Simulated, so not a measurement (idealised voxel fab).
process module | voxel released beams
Cross-section cut: width 200 nm, square cells of 5 nm.
Reading order for cross-sections: top band down to bottom band. Underlying form: a grid of square cells. Band size: one or more rows of cells.
First you get the band's top height and its bottom height, in nm, and then the materials it's made of, left to right, with each width in nm. If you see a single material with "edge to edge", that one covers the band edge to edge. "blank" is empty space.
Heights are expressed relative to 0, this being the level below which the as-received wafer comprises one material exclusively. The lowest band is unbounded in the downward direction and is denoted as in "from 0 down".
Width: "30->40" (first number = top row, second number = bottom row, same change from row to row of cells).
"nothing got changed" (step): cross-section cells unchanged, all of them.
So "Sealed void list" is basically the list of trapped voids: any empty space of 8 cells or more that can't reach the top through an opening. They're written width x height at distance, the distance being from the left edge, and it's all nm.
Text after the settings on a step's line: the simulator's own remark on that step.
overlay nm: right-of-plan distance of the mask on a masked step; negative values mean left-of-plan.
The following list gives the planned process steps
| 1 | RECEIVE,material Si |
| 2 | CONFORMAL_DEP,material SiN,thk nm 10 |
| 3 | DIRECTIONAL_DEP,material SiO2,thk nm 20 |
| 4 | MASKED_ETCH,tone open,mask id ANCHOR,width nm 30,etch materials SiO2,depth nm 20,overlay nm 0 |
| 5 | CONFORMAL_DEP,material TiN,thk nm 10 |
| 6 | DIRECTIONAL_DEP,material aC,thk nm 15 |
| 7 | PATTERN,tone cover,mask id BEAM,material resist,width nm 100,thk nm 30,overlay nm 0 |
| 8 | DIRECTIONAL_ETCH,etch materials aC,depth nm 15 |
| 9 | STRIP,etch materials resist |
| 10 | DIRECTIONAL_ETCH,etch materials TiN,depth nm 10 |
| 11 | STRIP,etch materials aC |
| 12 | STRIP,etch materials SiO2 |
Received-state cross-section, reflecting completion of step 1
    from 0 down: Si edge to edge
    Sealed void list: none
Post-module cross-section: identical start and plan to those above, one misstep in execution
    from 40 to 30: 45 of blank / 45 of TiN / 110 of blank
    from 30 to 20: 40 of blank / 10 of TiN / 30 of SiO2 / 10 of TiN / 110 of blank
    from 20 to 10: 40 of blank / 10 of TiN / 30 of SiO2 / 65 of TiN / 55 of blank
    from 10 to 0: SiN edge to edge
    from 0 down: Si edge to edge
    Sealed void list: none
Nonconformance to the process plan: step 4, actual vs plan mismatch, actual run MASKED_ETCH,tone cover,mask id ANCHOR,width nm 30,etch materials SiO2,depth nm 20,overlay nm 0
